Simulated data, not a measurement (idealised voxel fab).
process module | voxel self aligned contacts
cross-section cut | 160 nm wide | cells 5 nm
A cross-section is a grid of square cells, given in bands from the top down. A band is one or more rows of cells.
Each band's line starts with the height of the band's top and of its bottom, in nm. Then come its materials from left to right, each with its width in nm. One material with "throughout" fills the band from edge to edge. "air" is empty space.
Height 0 is the level under which the wafer as received is all one material. The lowest band goes on downwards, as in "0 down".
A width such as "30 to 40" changes by the same amount from each row of cells to the next, from the band's top row to its bottom row.
"no change" after a step means that no cell of the cross-section changed.
closed voids: empty space of 8 cells or more with no open way to the top, each as width x height at its distance from the left edge, in nm
after a step's settings: what the simulator itself notes on the step
overlay nm, on a step with a mask: how far to the right of its planned place the mask lay; to the left if negative
plan
1 op RECEIVE | material Si
2 op OXIDIZE | depth nm 5
3 op DIRECTIONAL_DEP | material polySi | thk nm 25
4 op DIRECTIONAL_DEP | material SiN | thk nm 20
5 op DIRECTIONAL_DEP | material aC | thk nm 10
6 op PATTERN | tone cover | mask id GATE | material resist | width nm 30 | pitch nm 75 | thk nm 25 | overlay nm 0
7 op DIRECTIONAL_ETCH | etch materials aC | depth nm 10
8 op STRIP | etch materials resist
9 op DIRECTIONAL_ETCH | etch materials SiN | depth nm 20
10 op DIRECTIONAL_ETCH | etch materials polySi | depth nm 25
11 op STRIP | etch materials aC
12 op CONFORMAL_DEP | material SiN | thk nm 10
13 op DIRECTIONAL_ETCH | etch materials SiN | depth nm 10
14 op FILL_DEP | material SiO2 | thk nm 15
15 op CMP | height nm 50
16 op DIRECTIONAL_DEP | material aC | thk nm 15
17 op PATTERN | tone open | mask id CONTACT | material resist | width nm 55 | thk nm 35 | overlay nm 0
18 op DIRECTIONAL_ETCH | etch materials aC | depth nm 15
19 op STRIP | etch materials resist
20 op DIRECTIONAL_ETCH | etch materials SiO2 | depth nm 55
21 op STRIP | etch materials aC
22 op CONFORMAL_DEP | material TiN | thk nm 5
23 op FILL_DEP | material Ru | thk nm 10
24 op CMP | height nm 50
25 op CONFORMAL_DEP | material SiCN | thk nm 5
first wafer, as planned
as received, after step 1
  0 down: Si throughout
  closed voids: none
after step 2
  0 to -5: SiO2 throughout
  below -5: unchanged
after step 3
  25 to 0: polySi throughout
  below 0: unchanged
after step 4
  45 to 25: SiN throughout
  below 25: unchanged
after step 5
  55 to 45: aC throughout
  below 45: unchanged
after step 6
  80 to 55: air 25 | resist 30 | air 45 | resist 30 | air 30
  below 55: unchanged
after step 7
  70 to 55: air 25 | resist 30 | air 45 | resist 30 | air 30
  55 to 45: air 25 | aC 30 | air 45 | aC 30 | air 30
  below 45: unchanged
after step 8
  55 to 45: air 25 | aC 30 | air 45 | aC 30 | air 30
  below 45: unchanged
after step 9
  55 to 45: air 25 | aC 30 | air 45 | aC 30 | air 30
  45 to 25: air 25 | SiN 30 | air 45 | SiN 30 | air 30
  below 25: unchanged
after step 10
  55 to 45: air 25 | aC 30 | air 45 | aC 30 | air 30
  45 to 25: air 25 | SiN 30 | air 45 | SiN 30 | air 30
  25 to 0: air 25 | polySi 30 | air 45 | polySi 30 | air 30
  below 0: unchanged
after step 11
  45 to 25: air 25 | SiN 30 | air 45 | SiN 30 | air 30
  below 25: unchanged
after step 12
  55 to 25: air 15 | SiN 50 | air 25 | SiN 50 | air 20
  25 to 10: air 15 | SiN 10 | polySi 30 | SiN 10 | air 25 | SiN 10 | polySi 30 | SiN 10 | air 20
  10 to 0: SiN 25 | polySi 30 | SiN 45 | polySi 30 | SiN 30
  below 0: unchanged
after step 13
  45 to 25: air 15 | SiN 50 | air 25 | SiN 50 | air 20
  25 to 0: air 15 | SiN 10 | polySi 30 | SiN 10 | air 25 | SiN 10 | polySi 30 | SiN 10 | air 20
  below 0: unchanged
after step 14
  60 to 45: SiO2 throughout
  45 to 25: SiO2 15 | SiN 50 | SiO2 25 | SiN 50 | SiO2 20
  25 to 0: SiO2 15 | SiN 10 | polySi 30 | SiN 10 | SiO2 25 | SiN 10 | polySi 30 | SiN 10 | SiO2 20
  below 0: unchanged
after step 15
  50 to 45: SiO2 throughout
  below 45: unchanged
after step 16
  65 to 50: aC throughout
  below 50: unchanged
after step 17
  100 to 65: resist 50 | air 55 | resist 55
  below 65: unchanged
after step 18
  85 to 65: resist 50 | air 55 | resist 55
  65 to 50: aC 50 | air 55 | aC 55
  below 50: unchanged
after step 19
  65 to 50: aC 50 | air 55 | aC 55
  below 50: unchanged
after step 20
  65 to 50: aC 50 | air 55 | aC 55
  50 to 45: SiO2 50 | air 55 | SiO2 55
  45 to 25: SiO2 15 | SiN 50 | air 25 | SiN 50 | SiO2 20
  25 to 0: SiO2 15 | SiN 10 | polySi 30 | SiN 10 | air 25 | SiN 10 | polySi 30 | SiN 10 | SiO2 20
  0 to -5: SiO2 65 | air 25 | SiO2 70
  below -5: unchanged
after step 21
  50 to 45: SiO2 50 | air 55 | SiO2 55
  below 45: unchanged
after step 22
  55 to 50: TiN 55 | air 45 | TiN 60
  50 to 45: SiO2 50 | TiN 20 | air 15 | TiN 20 | SiO2 55
  45 to 25: SiO2 15 | SiN 50 | TiN 5 | air 15 | TiN 5 | SiN 50 | SiO2 20
  25 to 0: SiO2 15 | SiN 10 | polySi 30 | SiN 10 | TiN 5 | air 15 | TiN 5 | SiN 10 | polySi 30 | SiN 10 | SiO2 20
  0 to -5: SiO2 65 | TiN 25 | SiO2 70
  below -5: unchanged
after step 23
  65 to 55: Ru throughout
  55 to 50: TiN 55 | Ru 45 | TiN 60
  50 to 45: SiO2 50 | TiN 20 | Ru 15 | TiN 20 | SiO2 55
  45 to 25: SiO2 15 | SiN 50 | TiN 5 | Ru 15 | TiN 5 | SiN 50 | SiO2 20
  25 to 0: SiO2 15 | SiN 10 | polySi 30 | SiN 10 | TiN 5 | Ru 15 | TiN 5 | SiN 10 | polySi 30 | SiN 10 | SiO2 20
  below 0: unchanged
after step 24
  50 to 45: SiO2 50 | TiN 20 | Ru 15 | TiN 20 | SiO2 55
  below 45: unchanged
after step 25
  55 to 50: SiCN throughout
  below 50: unchanged
second wafer: like start, like plan, one mistake. Through step 24 it matches the first wafer
when step 25 should have ended
  55 to 50: TiN throughout
  below 50: unchanged
what went wrong: step 25 ran as: op CONFORMAL_DEP | material TiN | thk nm 5
at the end the second wafer has, in cells: 32 fewer of SiCN | 32 more of TiN
